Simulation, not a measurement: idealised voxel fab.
Proc. module: voxel wiring stack
Square cell edge 5 nm, section width 220 nm, ID cut.
Just so we're on the same page, the cross-sections are grids of square cells, and they're listed out in bands top to bottom, each band one or more rows deep.
Quick guide to a band line: top height, bottom height (nm) up front; then every material left to right with its width in nm. Only one material and it's marked "everywhere"? Then it fills the band edge to edge. And "blank" just means empty space.
Ref level 0: as-received wafer is one material below here. Bottom band extends down with no lower bound ("0 and below").
Think of "30..40" as a width that walks from the first number to the second as you go down the band, top row to bottom row, taking equal-sized steps from row to row.
"no change occurred" -> step changed no cross-section cell.
In the "Enclosed cavity list" entry, you get each enclosed empty space of 8 cells or more, one with no open way to the top, written width x height at distance, distance from the left edge, in nm.
Post-settings text on a step line: simulator's own remark regarding the step.
When a step includes a mask, the "overlay nm" setting on its line states how far to the right of its planned place that mask lay, and negative values state how far to the left.
This section lists the process steps that were planned
1,RECEIVE, material Si
2,CONFORMAL_DEP, material SiO2, thk nm 15
3,DIRECTIONAL_DEP, material TiN, thk nm 5
4,DIRECTIONAL_DEP, material W, thk nm 15
5,DIRECTIONAL_DEP, material aC, thk nm 10
6,PATTERN, tone cover, mask id METAL_1, material resist, width nm 25, pitch nm 40, thk nm 30, overlay nm 0
7,DIRECTIONAL_ETCH, etch materials aC, depth nm 10
8,STRIP, etch materials resist
9,DIRECTIONAL_ETCH, etch materials W, depth nm 15
10,DIRECTIONAL_ETCH, etch materials TiN, depth nm 5
11,STRIP, etch materials aC
12,CONFORMAL_DEP, material SiCN, thk nm 5
13,FILL_DEP, material SiO2, thk nm 5
14,CMP, height nm 35
15,CONFORMAL_DEP, material SiCN, thk nm 5
16,DIRECTIONAL_DEP, material SiO2, thk nm 30
17,DIRECTIONAL_DEP, material aC, thk nm 10
18,PATTERN, tone open, mask id METAL_2, material resist, width nm 25, pitch nm 40, thk nm 30, overlay nm 0
19,DIRECTIONAL_ETCH, etch materials aC, depth nm 10
20,STRIP, etch materials resist
21,DIRECTIONAL_ETCH, etch materials SiO2, depth nm 15
22,STRIP, etch materials aC
23,MASKED_ETCH, tone open, mask id METAL_2_HOLES, width nm 15, pitch nm 40, etch materials SiO2, depth nm 15, overlay nm 0
24,MASKED_ETCH, tone open, mask id METAL_2_HOLES, width nm 15, pitch nm 40, etch materials SiCN, depth nm 5, overlay nm 0
25,CONFORMAL_DEP, material TiN, thk nm 5
26,FILL_DEP, material Cu, thk nm 10
27,CMP, height nm 70
28,CONFORMAL_DEP, material SiN, thk nm 5
As-received state of the wafer in cross-section, equivalent to post-step 1
	0 and below: Si everywhere
	Enclosed cavity list: none
End-of-module XS, first of two wafers, run as planned
	75 down to 70: SiN everywhere
	70 down to 60: SiO2=75 | TiN=5 | Cu=15 | TiN=5 | SiO2=15 | TiN=5 | Cu=15 | TiN=5 | SiO2=80
	60 down to 55: SiO2=75 | TiN=5 | Cu=5 | TiN=15 | SiO2=15 | TiN=5 | Cu=5 | TiN=15 | SiO2=80
	55 down to 40: SiO2=75 | TiN=5 | Cu=5 | TiN=5 | SiO2=25 | TiN=5 | Cu=5 | TiN=5 | SiO2=90
	40 down to 35: SiCN=75 | TiN=15 | SiCN=25 | TiN=15 | SiCN=90
	35 down to 20: SiO2=70 | SiCN=5 | W=25 | SiCN=5 | SiO2=5 | SiCN=5 | W=25 | SiCN=5 | SiO2=75
	20 down to 15: SiCN=75 | TiN=25 | SiCN=15 | TiN=25 | SiCN=80
	15 down to 0: SiO2 everywhere
	0 and below: Si everywhere
	Enclosed cavity list: none
Same start, same plan as the first wafer - but one mistake in the run. Cross-section of the second of the two at the end of the module
	75 down to 70: SiN everywhere
	70 down to 45: SiO2=75 | TiN=5 | Cu=15 | TiN=5 | SiO2=15 | TiN=5 | Cu=15 | TiN=5 | SiO2=80
	45 down to 40: SiO2=75 | TiN=5 | Cu=5 | TiN=15 | SiO2=15 | TiN=5 | Cu=5 | TiN=15 | SiO2=80
	40 down to 35: SiCN=75 | TiN=15 | SiCN=25 | TiN=15 | SiCN=90
	35 down to 20: SiO2=70 | SiCN=5 | W=25 | SiCN=5 | SiO2=5 | SiCN=5 | W=25 | SiCN=5 | SiO2=75
	20 down to 15: SiCN=75 | TiN=25 | SiCN=15 | TiN=25 | SiCN=80
	15 down to 0: SiO2 everywhere
	0 and below: Si everywhere
	Enclosed cavity list: none
The mistake made against the process plan was this: step 21 was run twice
End check, counted in cells, second wafer has more or fewer of these materials than the first: Cu: 12 more; SiO2: 12 fewer
